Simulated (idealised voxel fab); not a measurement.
Process module in this document: voxel self aligned vias
The cross-section shown here is cut; it is 290 nm wide and divided into square cells measuring 5 nm on a side.
Cross-section format: a grid of square cells, given as bands from top to bottom; each band is one or more rows of cells.
Band entry format. Leading values: height of top, height of bottom, nm. Remainder: materials in left-to-right order, each with its width in nm. Special words: "all across" on a single material, which then fills the band edge to edge; "empty", empty space.
The reference from which all heights are counted is 0, the level beneath which the as-received wafer is entirely one material; the lowest band, having no lower bound, proceeds downward and is written after the example "from 0 down".
The notation "30 to 40" denotes a width that varies across the rows of cells in the band, beginning at the first number in the top row, finishing at the second number in the bottom row, and changing by an identical amount from each row to the next.
A step reported as "changes: none" is a step in which no cell of the cross-section changed.
Each empty space that has no open way to the top and spans at least 8 cells appears under "Enclosed cavity list" as width x height at distance, the distance counted from the left edge, all in nm.
Note: text after step settings on the step line = simulator remark on that step.
The "overlay nm" setting may appear on a step's line; for a step that uses a mask, it gives how far to the right of its planned position the mask lay, and a negative value indicates the left.

## This section lists the process steps that were planned
1. RECEIVE | material Si
2. CONFORMAL_DEP | material SiO2 | thk nm 15
3. CONFORMAL_DEP | material SiCN | thk nm 5
4. DIRECTIONAL_DEP | material SiO2 | thk nm 20
5. PATTERN | tone open | mask id LINES | material resist | width nm 25 | pitch nm 55 | thk nm 15 | overlay nm 0
6. DIRECTIONAL_ETCH | etch materials SiO2 | depth nm 20
7. STRIP | etch materials resist
8. CONFORMAL_DEP | material TiN | thk nm 5
9. FILL_DEP | material Ru | thk nm 5
10. CMP | height nm 40
11. SELECTIVE_ETCH | etch materials W Ru TiN | depth nm 10
12. FILL_DEP | material SiN | thk nm 10
13. CMP | height nm 40
14. DIRECTIONAL_DEP | material SiO2 | thk nm 15
15. DIRECTIONAL_DEP | material aC | thk nm 15
16. PATTERN | tone open | mask id VIAS | material resist | width nm 35 | pitch nm 55 | thk nm 35 | overlay nm 0
17. DIRECTIONAL_ETCH | etch materials aC | depth nm 15
18. STRIP | etch materials resist
19. DIRECTIONAL_ETCH | etch materials SiO2 | depth nm 15
20. DIRECTIONAL_ETCH | etch materials SiN | depth nm 10
21. STRIP | etch materials aC
22. CONFORMAL_DEP | material TiN | thk nm 5
23. FILL_DEP | material Ru | thk nm 5
24. CMP | height nm 55
25. CONFORMAL_DEP | material SiCN | thk nm 5

## First wafer out of two, processed as planned

## Delivered wafer in cross-section: state after step 1
from 0 down  Si all across
Enclosed cavity list: none

## Step 2 done - wafer cross-section
from 15 to 0  SiO2 all across
Unchanged below 0.

## Step 3 done - wafer cross-section
from 20 to 15  SiCN all across
Unchanged below 15.

## Step 4 done - wafer cross-section
from 40 to 20  SiO2 all across
Unchanged below 20.

## Step 5 done - wafer cross-section
from 55 to 40  105 of resist | 25 of empty | 30 of resist | 25 of empty | 105 of resist
Unchanged below 40.

## Step 6 done - wafer cross-section
from 55 to 40  105 of resist | 25 of empty | 30 of resist | 25 of empty | 105 of resist
from 40 to 20  105 of SiO2 | 25 of empty | 30 of SiO2 | 25 of empty | 105 of SiO2
Unchanged below 20.

## Step 7 done - wafer cross-section
from 40 to 20  105 of SiO2 | 25 of empty | 30 of SiO2 | 25 of empty | 105 of SiO2
Unchanged below 20.

## Step 8 done - wafer cross-section
from 45 to 40  110 of TiN | 15 of empty | 40 of TiN | 15 of empty | 110 of TiN
from 40 to 25  105 of SiO2 | 5 of TiN | 15 of empty | 5 of TiN | 30 of SiO2 | 5 of TiN | 15 of empty | 5 of TiN | 105 of SiO2
from 25 to 20  105 of SiO2 | 25 of TiN | 30 of SiO2 | 25 of TiN | 105 of SiO2
Unchanged below 20.

## Step 9 done - wafer cross-section
from 50 to 45  Ru all across
from 45 to 40  110 of TiN | 15 of Ru | 40 of TiN | 15 of Ru | 110 of TiN
from 40 to 25  105 of SiO2 | 5 of TiN | 15 of Ru | 5 of TiN | 30 of SiO2 | 5 of TiN | 15 of Ru | 5 of TiN | 105 of SiO2
Unchanged below 25.

## Step 10 done - wafer cross-section
from 40 to 25  105 of SiO2 | 5 of TiN | 15 of Ru | 5 of TiN | 30 of SiO2 | 5 of TiN | 15 of Ru | 5 of TiN | 105 of SiO2
Unchanged below 25.

## Step 11 done - wafer cross-section
from 40 to 30  105 of SiO2 | 25 of empty | 30 of SiO2 | 25 of empty | 105 of SiO2
Unchanged below 30.

## Step 12 done - wafer cross-section
from 50 to 40  SiN all across
from 40 to 30  105 of SiO2 | 25 of SiN | 30 of SiO2 | 25 of SiN | 105 of SiO2
Unchanged below 30.

## Step 13 done - wafer cross-section
from 40 to 30  105 of SiO2 | 25 of SiN | 30 of SiO2 | 25 of SiN | 105 of SiO2
Unchanged below 30.

## Step 14 done - wafer cross-section
from 55 to 40  SiO2 all across
Unchanged below 40.

## Step 15 done - wafer cross-section
from 70 to 55  aC all across
Unchanged below 55.

## Step 16 done - wafer cross-section
from 105 to 70  100 of resist | 35 of empty | 20 of resist | 35 of empty | 100 of resist
Unchanged below 70.

## Step 17 done - wafer cross-section
from 90 to 70  100 of resist | 35 of empty | 20 of resist | 35 of empty | 100 of resist
from 70 to 55  100 of aC | 35 of empty | 20 of aC | 35 of empty | 100 of aC
Unchanged below 55.

## Step 18 done - wafer cross-section
from 70 to 55  100 of aC | 35 of empty | 20 of aC | 35 of empty | 100 of aC
Unchanged below 55.

## Step 19 done - wafer cross-section
from 70 to 55  100 of aC | 35 of empty | 20 of aC | 35 of empty | 100 of aC
from 55 to 40  100 of SiO2 | 35 of empty | 20 of SiO2 | 35 of empty | 100 of SiO2
Unchanged below 40.

## Step 20 done - wafer cross-section
from 70 to 55  100 of aC | 35 of empty | 20 of aC | 35 of empty | 100 of aC
from 55 to 40  100 of SiO2 | 35 of empty | 20 of SiO2 | 35 of empty | 100 of SiO2
from 40 to 30  105 of SiO2 | 25 of empty | 30 of SiO2 | 25 of empty | 105 of SiO2
Unchanged below 30.

## Step 21 done - wafer cross-section
from 55 to 40  100 of SiO2 | 35 of empty | 20 of SiO2 | 35 of empty | 100 of SiO2
Unchanged below 40.

## Step 22 done - wafer cross-section
from 60 to 55  105 of TiN | 25 of empty | 30 of TiN | 25 of empty | 105 of TiN
from 55 to 45  100 of SiO2 | 5 of TiN | 25 of empty | 5 of TiN | 20 of SiO2 | 5 of TiN | 25 of empty | 5 of TiN | 100 of SiO2
from 45 to 35  100 to 105 of SiO2 | 10 to 5 of TiN | 15 of empty | 10 to 5 of TiN | 20 to 30 of SiO2 | 10 to 5 of TiN | 15 of empty | 10 to 5 of TiN | 100 to 105 of SiO2
from 35 to 30  105 of SiO2 | 25 of TiN | 30 of SiO2 | 25 of TiN | 105 of SiO2
Unchanged below 30.

## Step 23 done - wafer cross-section
from 65 to 60  Ru all across
from 60 to 55  105 of TiN | 25 of Ru | 30 of TiN | 25 of Ru | 105 of TiN
from 55 to 45  100 of SiO2 | 5 of TiN | 25 of Ru | 5 of TiN | 20 of SiO2 | 5 of TiN | 25 of Ru | 5 of TiN | 100 of SiO2
from 45 to 35  100 to 105 of SiO2 | 10 to 5 of TiN | 15 of Ru | 10 to 5 of TiN | 20 to 30 of SiO2 | 10 to 5 of TiN | 15 of Ru | 10 to 5 of TiN | 100 to 105 of SiO2
Unchanged below 35.

## Step 24 done - wafer cross-section
from 55 to 45  100 of SiO2 | 5 of TiN | 25 of Ru | 5 of TiN | 20 of SiO2 | 5 of TiN | 25 of Ru | 5 of TiN | 100 of SiO2
Unchanged below 45.

## Step 25 done - wafer cross-section
from 60 to 55  SiCN all across
Unchanged below 55.

## Companion wafer, the second of two: same beginning, same intended sequence, one mistake in carrying it out; through step 15 inclusive it tracks the first exactly

## Second wafer, cut view, end of step 16 per plan
from 105 to 70  105 of resist | 35 of empty | 20 of resist | 35 of empty | 95 of resist
Unchanged below 70.

## Second wafer, cut view, end of step 17 per plan
from 90 to 70  105 of resist | 35 of empty | 20 of resist | 35 of empty | 95 of resist
from 70 to 55  105 of aC | 35 of empty | 20 of aC | 35 of empty | 95 of aC
Unchanged below 55.

## Second wafer, cut view, end of step 18 per plan
from 70 to 55  105 of aC | 35 of empty | 20 of aC | 35 of empty | 95 of aC
Unchanged below 55.

## Second wafer, cut view, end of step 19 per plan
from 70 to 55  105 of aC | 35 of empty | 20 of aC | 35 of empty | 95 of aC
from 55 to 40  105 of SiO2 | 35 of empty | 20 of SiO2 | 35 of empty | 95 of SiO2
Unchanged below 40.

## Second wafer, cut view, end of step 20 per plan
from 70 to 55  105 of aC | 35 of empty | 20 of aC | 35 of empty | 95 of aC
from 55 to 40  105 of SiO2 | 35 of empty | 20 of SiO2 | 35 of empty | 95 of SiO2
from 40 to 30  105 of SiO2 | 25 of empty | 30 of SiO2 | 25 of empty | 105 of SiO2
Unchanged below 30.

## Second wafer, cut view, end of step 21 per plan
from 55 to 40  105 of SiO2 | 35 of empty | 20 of SiO2 | 35 of empty | 95 of SiO2
Unchanged below 40.

## Second wafer, cut view, end of step 22 per plan
from 60 to 55  110 of TiN | 25 of empty | 30 of TiN | 25 of empty | 100 of TiN
from 55 to 45  105 of SiO2 | 5 of TiN | 25 of empty | 5 of TiN | 20 of SiO2 | 5 of TiN | 25 of empty | 5 of TiN | 95 of SiO2
from 45 to 35  105 of SiO2 | 5 of TiN | 15 of empty | 15 to 5 of TiN | 20 to 30 of SiO2 | 5 of TiN | 15 of empty | 15 to 5 of TiN | 95 to 105 of SiO2
from 35 to 30  105 of SiO2 | 25 of TiN | 30 of SiO2 | 25 of TiN | 105 of SiO2
Unchanged below 30.

## Second wafer, cut view, end of step 23 per plan
from 65 to 60  Ru all across
from 60 to 55  110 of TiN | 25 of Ru | 30 of TiN | 25 of Ru | 100 of TiN
from 55 to 45  105 of SiO2 | 5 of TiN | 25 of Ru | 5 of TiN | 20 of SiO2 | 5 of TiN | 25 of Ru | 5 of TiN | 95 of SiO2
from 45 to 35  105 of SiO2 | 5 of TiN | 15 of Ru | 15 to 5 of TiN | 20 to 30 of SiO2 | 5 of TiN | 15 of Ru | 15 to 5 of TiN | 95 to 105 of SiO2
Unchanged below 35.

## Second wafer, cut view, end of step 24 per plan
from 55 to 45  105 of SiO2 | 5 of TiN | 25 of Ru | 5 of TiN | 20 of SiO2 | 5 of TiN | 25 of Ru | 5 of TiN | 95 of SiO2
Unchanged below 45.

## Second wafer, cut view, end of step 25 per plan
from 60 to 55  SiCN all across
Unchanged below 55.
Plan not followed: step 16 ran with different settings than intended, the actual operation and settings being PATTERN | tone open | mask id VIAS | material resist | width nm 35 | pitch nm 55 | thk nm 35 | overlay nm 5
Tallied in cells, the final second wafer holds each material in the same quantity as the first, although not at the same places.
